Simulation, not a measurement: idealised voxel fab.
Process module heading - voxel self aligned contacts
145 nm wide, 5 nm square cells: that's cross-section cut.
Heads up, the way a cross-section reads in here is a grid of square cells, handed over as bands from the top down, with every band being one or more rows of cells.
What a band's entry tells you: where the top is and where the bottom is, as heights in nm, and after that what lies inside, material by material from left to right, each with its width in nm. Empty space is written as the word "blank", and a single material marked with the word "everywhere" occupies the band from edge to edge.
Heads up on the height convention: 0 is the point under which the incoming wafer is all one material, and the lowest band has no bottom, it just keeps going down, like "top 0, no bottom".
Width spec "30->40" -> top row of cells at first value, bottom row at second value, equal per-row change in between.
Basically "nothing was modified" means that step didn't change any cell in the cross-section.
Closed empty spaces (no open way to the top) of 8 cells or more are what "Sealed void list" lists, each as width x height at distance from the left edge, nm for all three.
after a step's settings: what the simulator itself notes on the step
The setting "overlay nm" may be written on the line of a step. When the step uses a mask, the value reports how far to the right of the planned place the mask lay, and a negative value reports that it lay to the left.
Process steps foreseen in the plan
1,RECEIVE | material Si
2,CONFORMAL_DEP | material SiO2 | thk nm 5
3,DIRECTIONAL_DEP | material polySi | thk nm 20
4,DIRECTIONAL_DEP | material SiN | thk nm 25
5,PATTERN | tone cover | mask id GATE | material resist | width nm 30 | pitch nm 70 | thk nm 15 | overlay nm -5
6,DIRECTIONAL_ETCH | etch materials SiN | depth nm 25
7,DIRECTIONAL_ETCH | etch materials polySi | depth nm 20
8,STRIP | etch materials resist
9,CONFORMAL_DEP | material SiN | thk nm 10
10,DIRECTIONAL_ETCH | etch materials SiN | depth nm 10
11,FILL_DEP | material SiO2 | thk nm 15
12,CMP | height nm 55
13,MASKED_ETCH | tone open | mask id CONTACT | width nm 50 | etch materials SiO2 | depth nm 55 | overlay nm 0
14,CONFORMAL_DEP | material TiN | thk nm 5
15,FILL_DEP | material W | thk nm 10
16,CMP | height nm 55
17,CONFORMAL_DEP | material SiCN | thk nm 5
Heads up: all these wafers start the same, and what changes between them is the overlay nm in step 5. The value you see in the plan is just what the first wafer got.
Sectional view: first of several wafers, as received, after step 1
	top 0, no bottom  Si everywhere
	Sealed void list: none
Per wafer, end of module: cells gained (+) or lost (-) per material since receipt, then closed voids
overlay nm -5, +29 SiCN, +132 SiN, +89 SiO2, +30 TiN, +20 W, +48 polySi, Sealed void list: none
overlay nm 0, +29 SiCN, +132 SiN, +89 SiO2, +30 TiN, +20 W, +48 polySi, Sealed void list: none
overlay nm 5, +29 SiCN, +132 SiN, +89 SiO2, +30 TiN, +20 W, +48 polySi, Sealed void list: none
overlay nm 10, +29 SiCN, +132 SiN, +89 SiO2, +30 TiN, +20 W, +48 polySi, Sealed void list: none
